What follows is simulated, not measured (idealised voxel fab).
Process module in this document: voxel air gaps
FYI the section here is cut, 235 nm wide, cells are 5 nm squares.
Cross-section spec: square-cell grid; bands listed top down; each band is one or more rows.
It is stipulated that each band's entry specify, in nanometres, the height of the top of the band and then that of its bottom, followed by the materials of the band in left-to-right sequence, each together with its width in nanometres. A single material marked by the word "all across" is understood to fill the band from edge to edge; the word "blank" is understood to denote empty space.
Height datum 0, below which the as-received substrate wafer is one material. Lowest band open at the bottom, running downward: "0 down".
A width such as "30..40" changes by the same amount from each row of cells to the next, from the band's top row to its bottom row.
"no alterations made", as given for a step, is the statement that not any cell of the cross-section underwent a change during that step.
Entry "Enclosed cavity list" = empty spaces >= 8 cells with no open way to the top; each as width x height at distance, distance from left edge, all nm.
On each step's line, the part that comes after the settings is the simulator's own comment on the step.
overlay nm: right-of-plan distance of the mask on a masked step; negative values mean left-of-plan.
How should the pairs below be read? Each gives the cross-section before one process step and the cross-section after it, the latter drawn only to the lowest band that changed; the step that lies between them, with its settings, appears under the pair. Does a pair pick up where the pair above left off? Only where its entry headed "Preceding state" says so, since pairs can come from different runs of this module on the same starting wafer.
Preceding state:
- 0 down | Si all across
- Enclosed cavity list: none
Post-Process View:
- 15 to 0 | SiO2 all across
- All layers under 0 are left as they were.
- Enclosed cavity list: none
Process step bridging the above cross-sections: CONFORMAL_DEP: material SiO2, thk nm 15
Preceding state: The pre-step condition corresponds to the post-step cross-section depicted in the pair directly above.
Post-Process View:
- 20 to 15 | SiN all across
- All layers under 15 are left as they were.
- Enclosed cavity list: none
Process step bridging the above cross-sections: CONFORMAL_DEP: material SiN, thk nm 5
Preceding state: The pre-step condition corresponds to the post-step cross-section depicted in the pair directly above.
Post-Process View:
- 55 to 20 | lowk all across
- All layers under 20 are left as they were.
- Enclosed cavity list: none
Process step bridging the above cross-sections: DIRECTIONAL_DEP: material lowk, thk nm 35
Preceding state: The pre-step condition corresponds to the post-step cross-section depicted in the pair directly above.
Post-Process View:
- 70 to 55 | aC all across
- All layers under 55 are left as they were.
- Enclosed cavity list: none
Process step bridging the above cross-sections: DIRECTIONAL_DEP: material aC, thk nm 15
Preceding state: The pre-step condition corresponds to the post-step cross-section depicted in the pair directly above.
Post-Process View:
- 100 to 70 | 55 nm resist / 25 nm blank / 25 nm resist / 25 nm blank / 25 nm resist / 25 nm blank / 55 nm resist
- All layers under 70 are left as they were.
- Enclosed cavity list: none
Process step bridging the above cross-sections: PATTERN: tone open, mask id LINES, material resist, width nm 25, pitch nm 50, thk nm 30, overlay nm 0
Preceding state: The pre-step condition corresponds to the post-step cross-section depicted in the pair directly above.
Post-Process View:
- 85 to 70 | 55 nm resist / 25 nm blank / 25 nm resist / 25 nm blank / 25 nm resist / 25 nm blank / 55 nm resist
- 70 to 55 | 55 nm aC / 25 nm blank / 25 nm aC / 25 nm blank / 25 nm aC / 25 nm blank / 55 nm aC
- All layers under 55 are left as they were.
- Enclosed cavity list: none
Process step bridging the above cross-sections: DIRECTIONAL_ETCH: etch materials aC, depth nm 15
Preceding state: The pre-step condition corresponds to the post-step cross-section depicted in the pair directly above.
Post-Process View:
- 70 to 55 | 55 nm aC / 25 nm blank / 25 nm aC / 25 nm blank / 25 nm aC / 25 nm blank / 55 nm aC
- All layers under 55 are left as they were.
- Enclosed cavity list: none
Process step bridging the above cross-sections: STRIP: etch materials resist
Preceding state: The pre-step condition corresponds to the post-step cross-section depicted in the pair directly above.
Post-Process View:
- 70 to 55 | 55 nm aC / 25 nm blank / 25 nm aC / 25 nm blank / 25 nm aC / 25 nm blank / 55 nm aC
- 55 to 20 | 55 nm lowk / 25 nm blank / 25 nm lowk / 25 nm blank / 25 nm lowk / 25 nm blank / 55 nm lowk
- All layers under 20 are left as they were.
- Enclosed cavity list: none
Process step bridging the above cross-sections: DIRECTIONAL_ETCH: etch materials lowk, depth nm 35
Preceding state: The pre-step condition corresponds to the post-step cross-section depicted in the pair directly above.
Post-Process View:
- 55 to 20 | 55 nm lowk / 25 nm blank / 25 nm lowk / 25 nm blank / 25 nm lowk / 25 nm blank / 55 nm lowk
- All layers under 20 are left as they were.
- Enclosed cavity list: none
Process step bridging the above cross-sections: STRIP: etch materials aC
Preceding state: The pre-step condition corresponds to the post-step cross-section depicted in the pair directly above.
Post-Process View:
- 60 to 55 | 60 nm TiN / 15 nm blank / 35 nm TiN / 15 nm blank / 35 nm TiN / 15 nm blank / 60 nm TiN
- 55 to 25 | 55 nm lowk / 5 nm TiN / 15 nm blank / 5 nm TiN / 25 nm lowk / 5 nm TiN / 15 nm blank / 5 nm TiN / 25 nm lowk / 5 nm TiN / 15 nm blank / 5 nm TiN / 55 nm lowk
- 25 to 20 | 55 nm lowk / 25 nm TiN / 25 nm lowk / 25 nm TiN / 25 nm lowk / 25 nm TiN / 55 nm lowk
- All layers under 20 are left as they were.
- Enclosed cavity list: none
Process step bridging the above cross-sections: CONFORMAL_DEP: material TiN, thk nm 5
Preceding state: The pre-step condition corresponds to the post-step cross-section depicted in the pair directly above.
Post-Process View:
- 70 to 60 | Cu all across
- 60 to 55 | 60 nm TiN / 15 nm Cu / 35 nm TiN / 15 nm Cu / 35 nm TiN / 15 nm Cu / 60 nm TiN
- 55 to 25 | 55 nm lowk / 5 nm TiN / 15 nm Cu / 5 nm TiN / 25 nm lowk / 5 nm TiN / 15 nm Cu / 5 nm TiN / 25 nm lowk / 5 nm TiN / 15 nm Cu / 5 nm TiN / 55 nm lowk
- All layers under 25 are left as they were.
- Enclosed cavity list: none
Process step bridging the above cross-sections: FILL_DEP: material Cu, thk nm 10
Preceding state: The pre-step condition corresponds to the post-step cross-section depicted in the pair directly above.
Post-Process View:
- 55 to 25 | 55 nm lowk / 5 nm TiN / 15 nm Cu / 5 nm TiN / 25 nm lowk / 5 nm TiN / 15 nm Cu / 5 nm TiN / 25 nm lowk / 5 nm TiN / 15 nm Cu / 5 nm TiN / 55 nm lowk
- All layers under 25 are left as they were.
- Enclosed cavity list: none
Process step bridging the above cross-sections: CMP: height nm 55
Preceding state: The pre-step condition corresponds to the post-step cross-section depicted in the pair directly above.
Post-Process View:
- 65 to 55 | 45 nm blank / 45 nm Ru / 5 nm blank / 45 nm Ru / 5 nm blank / 45 nm Ru / 45 nm blank
- All layers under 55 are left as they were.
- Enclosed cavity list: none
Process step bridging the above cross-sections: EPI: material Ru, thk nm 10
Preceding state: The pre-step condition corresponds to the post-step cross-section depicted in the pair directly above.
Post-Process View:
- 65 to 55 | 45 nm blank / 45 nm Ru / 5 nm blank / 45 nm Ru / 5 nm blank / 45 nm Ru / 45 nm blank
- 55 to 25 | 55 nm blank / 5 nm TiN / 15 nm Cu / 5 nm TiN / 25 nm blank / 5 nm TiN / 15 nm Cu / 5 nm TiN / 25 nm blank / 5 nm TiN / 15 nm Cu / 5 nm TiN / 55 nm blank
- 25 to 20 | 55 nm blank / 25 nm TiN / 25 nm blank / 25 nm TiN / 25 nm blank / 25 nm TiN / 55 nm blank
- All layers under 20 are left as they were.
- Enclosed cavity list: none
Process step bridging the above cross-sections: SELECTIVE_ETCH: etch materials lowk, depth nm 45
Preceding state: The pre-step condition corresponds to the post-step cross-section depicted in the pair directly above.
Post-Process View:
- 70 to 65 | 40 nm blank / 155 nm SiCN / 40 nm blank
- 65 to 55 | 40 nm blank / 5 nm SiCN / 45 nm Ru / 5 nm SiCN / 45 nm Ru / 5 nm SiCN / 45 nm Ru / 5 nm SiCN / 40 nm blank
- 55 to 50 | 40 nm blank / 15 nm SiCN / 5 nm TiN / 15 nm Cu / 5 nm TiN / 25 nm SiCN / 5 nm TiN / 15 nm Cu / 5 nm TiN / 25 nm SiCN / 5 nm TiN / 15 nm Cu / 5 nm TiN / 15 nm SiCN / 40 nm blank
- 50 to 25 | 50 nm blank / 5 nm SiCN / 5 nm TiN / 15 nm Cu / 5 nm TiN / 5 nm SiCN / 15 nm blank / 5 nm SiCN / 5 nm TiN / 15 nm Cu / 5 nm TiN / 5 nm SiCN / 15 nm blank / 5 nm SiCN / 5 nm TiN / 15 nm Cu / 5 nm TiN / 5 nm SiCN / 50 nm blank
- 25 to 20 | 55 nm SiCN / 25 nm TiN / 25 nm SiCN / 25 nm TiN / 25 nm SiCN / 25 nm TiN / 55 nm SiCN
- All layers under 20 are left as they were.
- Enclosed cavity list: 15 x 25 at 85; 15 x 25 at 135
Process step bridging the above cross-sections: CONFORMAL_DEP: material SiCN, thk nm 5
Preceding state:
- 70 to 60 | Cu all across
- 60 to 55 | 60 nm TiN / 15 nm Cu / 35 nm TiN / 15 nm Cu / 35 nm TiN / 15 nm Cu / 60 nm TiN
- 55 to 25 | 55 nm lowk / 5 nm TiN / 15 nm Cu / 5 nm TiN / 25 nm lowk / 5 nm TiN / 15 nm Cu / 5 nm TiN / 25 nm lowk / 5 nm TiN / 15 nm Cu / 5 nm TiN / 55 nm lowk
- 25 to 20 | 55 nm lowk / 25 nm TiN / 25 nm lowk / 25 nm TiN / 25 nm lowk / 25 nm TiN / 55 nm lowk
- 20 to 15 | SiN all across
- 15 to 0 | SiO2 all across
- 0 down | Si all across
- Enclosed cavity list: none
Post-Process View:
- 80 to 70 | Ru all across
- All layers under 70 are left as they were.
- Enclosed cavity list: none
Process step bridging the above cross-sections: EPI: material Ru, thk nm 10
Preceding state: The pre-step condition corresponds to the post-step cross-section depicted in the pair directly above.
Post-Process View:
- 85 to 80 | SiCN all across
- All layers under 80 are left as they were.
- Enclosed cavity list: none
Process step bridging the above cross-sections: CONFORMAL_DEP: material SiCN, thk nm 5
Preceding state:
- 65 to 55 | 45 nm blank / 45 nm Ru / 5 nm blank / 45 nm Ru / 5 nm blank / 45 nm Ru / 45 nm blank
- 55 to 25 | 55 nm lowk / 5 nm TiN / 15 nm Cu / 5 nm TiN / 25 nm lowk / 5 nm TiN / 15 nm Cu / 5 nm TiN / 25 nm lowk / 5 nm TiN / 15 nm Cu / 5 nm TiN / 55 nm lowk
- 25 to 20 | 55 nm lowk / 25 nm TiN / 25 nm lowk / 25 nm TiN / 25 nm lowk / 25 nm TiN / 55 nm lowk
- 20 to 15 | SiN all across
- 15 to 0 | SiO2 all across
- 0 down | Si all across
- Enclosed cavity list: none
Post-Process View:
- 75 to 55 | 35 nm blank / 165 nm Ru / 35 nm blank
- All layers under 55 are left as they were.
- Enclosed cavity list: none
Process step bridging the above cross-sections: EPI: material Ru, thk nm 10
Preceding state: The pre-step condition corresponds to the post-step cross-section depicted in the pair directly above.
Post-Process View:
- 75 to 55 | 35 nm blank / 165 nm Ru / 35 nm blank
- 55 to 25 | 55 nm blank / 5 nm TiN / 15 nm Cu / 5 nm TiN / 25 nm lowk / 5 nm TiN / 15 nm Cu / 5 nm TiN / 25 nm lowk / 5 nm TiN / 15 nm Cu / 5 nm TiN / 55 nm blank
- 25 to 20 | 55 nm blank / 25 nm TiN / 25 nm lowk / 25 nm TiN / 25 nm lowk / 25 nm TiN / 55 nm blank
- All layers under 20 are left as they were.
- Enclosed cavity list: none
Process step bridging the above cross-sections: SELECTIVE_ETCH: etch materials lowk, depth nm 45
Preceding state: The pre-step condition corresponds to the post-step cross-section depicted in the pair directly above.
Post-Process View:
- 80 to 75 | 30 nm blank / 175 nm SiCN / 30 nm blank
- 75 to 55 | 30 nm blank / 5 nm SiCN / 165 nm Ru / 5 nm SiCN / 30 nm blank
- 55 to 50 | 30 nm blank / 25 nm SiCN / 5 nm TiN / 15 nm Cu / 5 nm TiN / 25 nm lowk / 5 nm TiN / 15 nm Cu / 5 nm TiN / 25 nm lowk / 5 nm TiN / 15 nm Cu / 5 nm TiN / 25 nm SiCN / 30 nm blank
- 50 to 25 | 50 nm blank / 5 nm SiCN / 5 nm TiN / 15 nm Cu / 5 nm TiN / 25 nm lowk / 5 nm TiN / 15 nm Cu / 5 nm TiN / 25 nm lowk / 5 nm TiN / 15 nm Cu / 5 nm TiN / 5 nm SiCN / 50 nm blank
- 25 to 20 | 55 nm SiCN / 25 nm TiN / 25 nm lowk / 25 nm TiN / 25 nm lowk / 25 nm TiN / 55 nm SiCN
- All layers under 20 are left as they were.
- Enclosed cavity list: none
Process step bridging the above cross-sections: CONFORMAL_DEP: material SiCN, thk nm 5
Preceding state:
- 55 to 25 | 55 nm lowk / 5 nm TiN / 15 nm Cu / 5 nm TiN / 25 nm lowk / 5 nm TiN / 15 nm Cu / 5 nm TiN / 25 nm lowk / 5 nm TiN / 15 nm Cu / 5 nm TiN / 55 nm lowk
- 25 to 20 | 55 nm lowk / 25 nm TiN / 25 nm lowk / 25 nm TiN / 25 nm lowk / 25 nm TiN / 55 nm lowk
- 20 to 15 | SiN all across
- 15 to 0 | SiO2 all across
- 0 down | Si all across
- Enclosed cavity list: none
Post-Process View:
- 55 to 25 | 55 nm blank / 5 nm TiN / 15 nm Cu / 5 nm TiN / 25 nm blank / 5 nm TiN / 15 nm Cu / 5 nm TiN / 25 nm blank / 5 nm TiN / 15 nm Cu / 5 nm TiN / 55 nm blank
- 25 to 20 | 55 nm blank / 25 nm TiN / 25 nm blank / 25 nm TiN / 25 nm blank / 25 nm TiN / 55 nm blank
- All layers under 20 are left as they were.
- Enclosed cavity list: none
Process step bridging the above cross-sections: SELECTIVE_ETCH: etch materials lowk, depth nm 45
Preceding state: The pre-step condition corresponds to the post-step cross-section depicted in the pair directly above.
Post-Process View:
- 65 to 55 | 45 nm blank / 45 nm Ru / 5 nm blank / 45 nm Ru / 5 nm blank / 45 nm Ru / 45 nm blank
- 55 to 25 | 45 nm blank / 10 nm Ru / 5 nm TiN / 15 nm Cu / 5 nm TiN / 10 nm Ru / 5 nm blank / 10 nm Ru / 5 nm TiN / 15 nm Cu / 5 nm TiN / 10 nm Ru / 5 nm blank / 10 nm Ru / 5 nm TiN / 15 nm Cu / 5 nm TiN / 10 nm Ru / 45 nm blank
- 25 to 20 | 45 nm blank / 10 nm Ru / 25 nm TiN / 10 nm Ru / 5 nm blank / 10 nm Ru / 25 nm TiN / 10 nm Ru / 5 nm blank / 10 nm Ru / 25 nm TiN / 10 nm Ru / 45 nm blank
- All layers under 20 are left as they were.
- Enclosed cavity list: none
Process step bridging the above cross-sections: EPI: material Ru, thk nm 10
Preceding state: The pre-step condition corresponds to the post-step cross-section depicted in the pair directly above.
Post-Process View:
- 70 to 65 | 40 nm blank / 155 nm SiCN / 40 nm blank
- 65 to 55 | 40 nm blank / 5 nm SiCN / 45 nm Ru / 5 nm SiCN / 45 nm Ru / 5 nm SiCN / 45 nm Ru / 5 nm SiCN / 40 nm blank
- 55 to 25 | 40 nm blank / 5 nm SiCN / 10 nm Ru / 5 nm TiN / 15 nm Cu / 5 nm TiN / 10 nm Ru / 5 nm SiCN / 10 nm Ru / 5 nm TiN / 15 nm Cu / 5 nm TiN / 10 nm Ru / 5 nm SiCN / 10 nm Ru / 5 nm TiN / 15 nm Cu / 5 nm TiN / 10 nm Ru / 5 nm SiCN / 40 nm blank
- 25 to 20 | 45 nm SiCN / 10 nm Ru / 25 nm TiN / 10 nm Ru / 5 nm SiCN / 10 nm Ru / 25 nm TiN / 10 nm Ru / 5 nm SiCN / 10 nm Ru / 25 nm TiN / 10 nm Ru / 45 nm SiCN
- All layers under 20 are left as they were.
- Enclosed cavity list: none
Process step bridging the above cross-sections: CONFORMAL_DEP: material SiCN, thk nm 5
Preceding state:
- 0 down | Si all across
- Enclosed cavity list: none
Post-Process View:
- 20 to 0 | SiO2 all across
- All layers under 0 are left as they were.
- Enclosed cavity list: none
Process step bridging the above cross-sections: CONFORMAL_DEP: material SiO2, thk nm 20
Preceding state: The pre-step condition corresponds to the post-step cross-section depicted in the pair directly above.
Post-Process View:
- 25 to 20 | SiN all across
- All layers under 20 are left as they were.
- Enclosed cavity list: none
Process step bridging the above cross-sections: CONFORMAL_DEP: material SiN, thk nm 5
Preceding state: The pre-step condition corresponds to the post-step cross-section depicted in the pair directly above.
Post-Process View:
- 60 to 25 | lowk all across
- All layers under 25 are left as they were.
- Enclosed cavity list: none
Process step bridging the above cross-sections: DIRECTIONAL_DEP: material lowk, thk nm 35
Preceding state: The pre-step condition corresponds to the post-step cross-section depicted in the pair directly above.
Post-Process View:
- 75 to 60 | aC all across
- All layers under 60 are left as they were.
- Enclosed cavity list: none
Process step bridging the above cross-sections: DIRECTIONAL_DEP: material aC, thk nm 15
Preceding state: The pre-step condition corresponds to the post-step cross-section depicted in the pair directly above.
Post-Process View:
- 105 to 75 | 55 nm resist / 25 nm blank / 25 nm resist / 25 nm blank / 25 nm resist / 25 nm blank / 55 nm resist
- All layers under 75 are left as they were.
- Enclosed cavity list: none
Process step bridging the above cross-sections: PATTERN: tone open, mask id LINES, material resist, width nm 25, pitch nm 50, thk nm 30, overlay nm 0
Preceding state: The pre-step condition corresponds to the post-step cross-section depicted in the pair directly above.
Post-Process View:
- 90 to 75 | 55 nm resist / 25 nm blank / 25 nm resist / 25 nm blank / 25 nm resist / 25 nm blank / 55 nm resist
- 75 to 60 | 55 nm aC / 25 nm blank / 25 nm aC / 25 nm blank / 25 nm aC / 25 nm blank / 55 nm aC
- All layers under 60 are left as they were.
- Enclosed cavity list: none
Process step bridging the above cross-sections: DIRECTIONAL_ETCH: etch materials aC, depth nm 15
Preceding state: The pre-step condition corresponds to the post-step cross-section depicted in the pair directly above.
Post-Process View:
- 75 to 60 | 55 nm aC / 25 nm blank / 25 nm aC / 25 nm blank / 25 nm aC / 25 nm blank / 55 nm aC
- All layers under 60 are left as they were.
- Enclosed cavity list: none
Process step bridging the above cross-sections: STRIP: etch materials resist
Preceding state: The pre-step condition corresponds to the post-step cross-section depicted in the pair directly above.
Post-Process View:
- 75 to 60 | 55 nm aC / 25 nm blank / 25 nm aC / 25 nm blank / 25 nm aC / 25 nm blank / 55 nm aC
- 60 to 25 | 55 nm lowk / 25 nm blank / 25 nm lowk / 25 nm blank / 25 nm lowk / 25 nm blank / 55 nm lowk
- All layers under 25 are left as they were.
- Enclosed cavity list: none
Process step bridging the above cross-sections: DIRECTIONAL_ETCH: etch materials lowk, depth nm 35
Preceding state: The pre-step condition corresponds to the post-step cross-section depicted in the pair directly above.
Post-Process View:
- 60 to 25 | 55 nm lowk / 25 nm blank / 25 nm lowk / 25 nm blank / 25 nm lowk / 25 nm blank / 55 nm lowk
- All layers under 25 are left as they were.
- Enclosed cavity list: none
Process step bridging the above cross-sections: STRIP: etch materials aC
Preceding state: The pre-step condition corresponds to the post-step cross-section depicted in the pair directly above.
Post-Process View:
- 65 to 60 | 60 nm TiN / 15 nm blank / 35 nm TiN / 15 nm blank / 35 nm TiN / 15 nm blank / 60 nm TiN
- 60 to 30 | 55 nm lowk / 5 nm TiN / 15 nm blank / 5 nm TiN / 25 nm lowk / 5 nm TiN / 15 nm blank / 5 nm TiN / 25 nm lowk / 5 nm TiN / 15 nm blank / 5 nm TiN / 55 nm lowk
- 30 to 25 | 55 nm lowk / 25 nm TiN / 25 nm lowk / 25 nm TiN / 25 nm lowk / 25 nm TiN / 55 nm lowk
- All layers under 25 are left as they were.
- Enclosed cavity list: none
Process step bridging the above cross-sections: CONFORMAL_DEP: material TiN, thk nm 5
Preceding state: The pre-step condition corresponds to the post-step cross-section depicted in the pair directly above.
Post-Process View:
- 75 to 65 | Cu all across
- 65 to 60 | 60 nm TiN / 15 nm Cu / 35 nm TiN / 15 nm Cu / 35 nm TiN / 15 nm Cu / 60 nm TiN
- 60 to 30 | 55 nm lowk / 5 nm TiN / 15 nm Cu / 5 nm TiN / 25 nm lowk / 5 nm TiN / 15 nm Cu / 5 nm TiN / 25 nm lowk / 5 nm TiN / 15 nm Cu / 5 nm TiN / 55 nm lowk
- All layers under 30 are left as they were.
- Enclosed cavity list: none
Process step bridging the above cross-sections: FILL_DEP: material Cu, thk nm 10
Preceding state: The pre-step condition corresponds to the post-step cross-section depicted in the pair directly above.
Post-Process View:
- 55 to 30 | 55 nm lowk / 5 nm TiN / 15 nm Cu / 5 nm TiN / 25 nm lowk / 5 nm TiN / 15 nm Cu / 5 nm TiN / 25 nm lowk / 5 nm TiN / 15 nm Cu / 5 nm TiN / 55 nm lowk
- All layers under 30 are left as they were.
- Enclosed cavity list: none
Process step bridging the above cross-sections: CMP: height nm 55
Preceding state: The pre-step condition corresponds to the post-step cross-section depicted in the pair directly above.
Post-Process View:
- 65 to 55 | 45 nm blank / 45 nm Ru / 5 nm blank / 45 nm Ru / 5 nm blank / 45 nm Ru / 45 nm blank
- All layers under 55 are left as they were.
- Enclosed cavity list: none
Process step bridging the above cross-sections: EPI: material Ru, thk nm 10
Preceding state: The pre-step condition corresponds to the post-step cross-section depicted in the pair directly above.
Post-Process View:
- 65 to 55 | 45 nm blank / 45 nm Ru / 5 nm blank / 45 nm Ru / 5 nm blank / 45 nm Ru / 45 nm blank
- 55 to 30 | 55 nm blank / 5 nm TiN / 15 nm Cu / 5 nm TiN / 25 nm blank / 5 nm TiN / 15 nm Cu / 5 nm TiN / 25 nm blank / 5 nm TiN / 15 nm Cu / 5 nm TiN / 55 nm blank
- 30 to 25 | 55 nm blank / 25 nm TiN / 25 nm blank / 25 nm TiN / 25 nm blank / 25 nm TiN / 55 nm blank
- All layers under 25 are left as they were.
- Enclosed cavity list: none
Process step bridging the above cross-sections: SELECTIVE_ETCH: etch materials lowk, depth nm 45
Preceding state: The pre-step condition corresponds to the post-step cross-section depicted in the pair directly above.
Post-Process View:
- 70 to 65 | 40 nm blank / 155 nm SiCN / 40 nm blank
- 65 to 55 | 40 nm blank / 5 nm SiCN / 45 nm Ru / 5 nm SiCN / 45 nm Ru / 5 nm SiCN / 45 nm Ru / 5 nm SiCN / 40 nm blank
- 55 to 50 | 40 nm blank / 15 nm SiCN / 5 nm TiN / 15 nm Cu / 5 nm TiN / 25 nm SiCN / 5 nm TiN / 15 nm Cu / 5 nm TiN / 25 nm SiCN / 5 nm TiN / 15 nm Cu / 5 nm TiN / 15 nm SiCN / 40 nm blank
- 50 to 30 | 50 nm blank / 5 nm SiCN / 5 nm TiN / 15 nm Cu / 5 nm TiN / 5 nm SiCN / 15 nm blank / 5 nm SiCN / 5 nm TiN / 15 nm Cu / 5 nm TiN / 5 nm SiCN / 15 nm blank / 5 nm SiCN / 5 nm TiN / 15 nm Cu / 5 nm TiN / 5 nm SiCN / 50 nm blank
- 30 to 25 | 55 nm SiCN / 25 nm TiN / 25 nm SiCN / 25 nm TiN / 25 nm SiCN / 25 nm TiN / 55 nm SiCN
- All layers under 25 are left as they were.
- Enclosed cavity list: 15 x 20 at 85; 15 x 20 at 135
Process step bridging the above cross-sections: CONFORMAL_DEP: material SiCN, thk nm 5
Preceding state:
- 70 to 55 | aC all across
- 55 to 20 | lowk all across
- 20 to 15 | SiN all across
- 15 to 0 | SiO2 all across
- 0 down | Si all across
- Enclosed cavity list: none
Post-Process View:
- 100 to 70 | 50 nm resist / 35 nm blank / 15 nm resist / 35 nm blank / 15 nm resist / 35 nm blank / 50 nm resist
- All layers under 70 are left as they were.
- Enclosed cavity list: none
Process step bridging the above cross-sections: PATTERN: tone open, mask id LINES, material resist, width nm 35, pitch nm 50, thk nm 30, overlay nm 0
Preceding state: The pre-step condition corresponds to the post-step cross-section depicted in the pair directly above.
Post-Process View:
- 85 to 70 | 50 nm resist / 35 nm blank / 15 nm resist / 35 nm blank / 15 nm resist / 35 nm blank / 50 nm resist
- 70 to 55 | 50 nm aC / 35 nm blank / 15 nm aC / 35 nm blank / 15 nm aC / 35 nm blank / 50 nm aC
- All layers under 55 are left as they were.
- Enclosed cavity list: none
Process step bridging the above cross-sections: DIRECTIONAL_ETCH: etch materials aC, depth nm 15
Preceding state: The pre-step condition corresponds to the post-step cross-section depicted in the pair directly above.
Post-Process View:
- 70 to 55 | 50 nm aC / 35 nm blank / 15 nm aC / 35 nm blank / 15 nm aC / 35 nm blank / 50 nm aC
- All layers under 55 are left as they were.
- Enclosed cavity list: none
Process step bridging the above cross-sections: STRIP: etch materials resist
Preceding state: The pre-step condition corresponds to the post-step cross-section depicted in the pair directly above.
Post-Process View:
- 70 to 55 | 50 nm aC / 35 nm blank / 15 nm aC / 35 nm blank / 15 nm aC / 35 nm blank / 50 nm aC
- 55 to 20 | 50 nm lowk / 35 nm blank / 15 nm lowk / 35 nm blank / 15 nm lowk / 35 nm blank / 50 nm lowk
- All layers under 20 are left as they were.
- Enclosed cavity list: none
Process step bridging the above cross-sections: DIRECTIONAL_ETCH: etch materials lowk, depth nm 35
Preceding state: The pre-step condition corresponds to the post-step cross-section depicted in the pair directly above.
Post-Process View:
- 55 to 20 | 50 nm lowk / 35 nm blank / 15 nm lowk / 35 nm blank / 15 nm lowk / 35 nm blank / 50 nm lowk
- All layers under 20 are left as they were.
- Enclosed cavity list: none
Process step bridging the above cross-sections: STRIP: etch materials aC
Preceding state: The pre-step condition corresponds to the post-step cross-section depicted in the pair directly above.
Post-Process View:
- 60 to 55 | 55 nm TiN / 25 nm blank / 25 nm TiN / 25 nm blank / 25 nm TiN / 25 nm blank / 55 nm TiN
- 55 to 25 | 50 nm lowk / 5 nm TiN / 25 nm blank / 5 nm TiN / 15 nm lowk / 5 nm TiN / 25 nm blank / 5 nm TiN / 15 nm lowk / 5 nm TiN / 25 nm blank / 5 nm TiN / 50 nm lowk
- 25 to 20 | 50 nm lowk / 35 nm TiN / 15 nm lowk / 35 nm TiN / 15 nm lowk / 35 nm TiN / 50 nm lowk
- All layers under 20 are left as they were.
- Enclosed cavity list: none
Process step bridging the above cross-sections: CONFORMAL_DEP: material TiN, thk nm 5
Preceding state: The pre-step condition corresponds to the post-step cross-section depicted in the pair directly above.
Post-Process View:
- 70 to 60 | Cu all across
- 60 to 55 | 55 nm TiN / 25 nm Cu / 25 nm TiN / 25 nm Cu / 25 nm TiN / 25 nm Cu / 55 nm TiN
- 55 to 25 | 50 nm lowk / 5 nm TiN / 25 nm Cu / 5 nm TiN / 15 nm lowk / 5 nm TiN / 25 nm Cu / 5 nm TiN / 15 nm lowk / 5 nm TiN / 25 nm Cu / 5 nm TiN / 50 nm lowk
- All layers under 25 are left as they were.
- Enclosed cavity list: none
Process step bridging the above cross-sections: FILL_DEP: material Cu, thk nm 10
Preceding state: The pre-step condition corresponds to the post-step cross-section depicted in the pair directly above.
Post-Process View:
- 55 to 25 | 50 nm lowk / 5 nm TiN / 25 nm Cu / 5 nm TiN / 15 nm lowk / 5 nm TiN / 25 nm Cu / 5 nm TiN / 15 nm lowk / 5 nm TiN / 25 nm Cu / 5 nm TiN / 50 nm lowk
- All layers under 25 are left as they were.
- Enclosed cavity list: none
Process step bridging the above cross-sections: CMP: height nm 55
Preceding state: The pre-step condition corresponds to the post-step cross-section depicted in the pair directly above.
Post-Process View:
- 65 to 55 | 40 nm blank / 155 nm Ru / 40 nm blank
- All layers under 55 are left as they were.
- Enclosed cavity list: none
Process step bridging the above cross-sections: EPI: material Ru, thk nm 10
Preceding state: The pre-step condition corresponds to the post-step cross-section depicted in the pair directly above.
Post-Process View:
- 65 to 55 | 40 nm blank / 155 nm Ru / 40 nm blank
- 55 to 25 | 50 nm blank / 5 nm TiN / 25 nm Cu / 5 nm TiN / 15 nm lowk / 5 nm TiN / 25 nm Cu / 5 nm TiN / 15 nm lowk / 5 nm TiN / 25 nm Cu / 5 nm TiN / 50 nm blank
- 25 to 20 | 50 nm blank / 35 nm TiN / 15 nm lowk / 35 nm TiN / 15 nm lowk / 35 nm TiN / 50 nm blank
- All layers under 20 are left as they were.
- Enclosed cavity list: none
Process step bridging the above cross-sections: SELECTIVE_ETCH: etch materials lowk, depth nm 45
Preceding state: The pre-step condition corresponds to the post-step cross-section depicted in the pair directly above.
Post-Process View:
- 70 to 65 | 35 nm blank / 165 nm SiCN / 35 nm blank
- 65 to 55 | 35 nm blank / 5 nm SiCN / 155 nm Ru / 5 nm SiCN / 35 nm blank
- 55 to 50 | 35 nm blank / 15 nm SiCN / 5 nm TiN / 25 nm Cu / 5 nm TiN / 15 nm lowk / 5 nm TiN / 25 nm Cu / 5 nm TiN / 15 nm lowk / 5 nm TiN / 25 nm Cu / 5 nm TiN / 15 nm SiCN / 35 nm blank
- 50 to 25 | 45 nm blank / 5 nm SiCN / 5 nm TiN / 25 nm Cu / 5 nm TiN / 15 nm lowk / 5 nm TiN / 25 nm Cu / 5 nm TiN / 15 nm lowk / 5 nm TiN / 25 nm Cu / 5 nm TiN / 5 nm SiCN / 45 nm blank
- 25 to 20 | 50 nm SiCN / 35 nm TiN / 15 nm lowk / 35 nm TiN / 15 nm lowk / 35 nm TiN / 50 nm SiCN
- All layers under 20 are left as they were.
- Enclosed cavity list: none
Process step bridging the above cross-sections: CONFORMAL_DEP: material SiCN, thk nm 5
Preceding state:
- 70 to 55 | aC all across
- 55 to 20 | lowk all across
- 20 to 15 | SiN all across
- 15 to 0 | SiO2 all across
- 0 down | Si all across
- Enclosed cavity list: none
Post-Process View:
- 100 to 70 | 60 nm resist / 25 nm blank / 25 nm resist / 25 nm blank / 25 nm resist / 25 nm blank / 50 nm resist
- All layers under 70 are left as they were.
- Enclosed cavity list: none
Process step bridging the above cross-sections: PATTERN: tone open, mask id LINES, material resist, width nm 25, pitch nm 50, thk nm 30, overlay nm 5
Preceding state: The pre-step condition corresponds to the post-step cross-section depicted in the pair directly above.
Post-Process View:
- 85 to 70 | 60 nm resist / 25 nm blank / 25 nm resist / 25 nm blank / 25 nm resist / 25 nm blank / 50 nm resist
- 70 to 55 | 60 nm aC / 25 nm blank / 25 nm aC / 25 nm blank / 25 nm aC / 25 nm blank / 50 nm aC
- All layers under 55 are left as they were.
- Enclosed cavity list: none
Process step bridging the above cross-sections: DIRECTIONAL_ETCH: etch materials aC, depth nm 15
Preceding state: The pre-step condition corresponds to the post-step cross-section depicted in the pair directly above.
Post-Process View:
- 70 to 55 | 60 nm aC / 25 nm blank / 25 nm aC / 25 nm blank / 25 nm aC / 25 nm blank / 50 nm aC
- All layers under 55 are left as they were.
- Enclosed cavity list: none
Process step bridging the above cross-sections: STRIP: etch materials resist
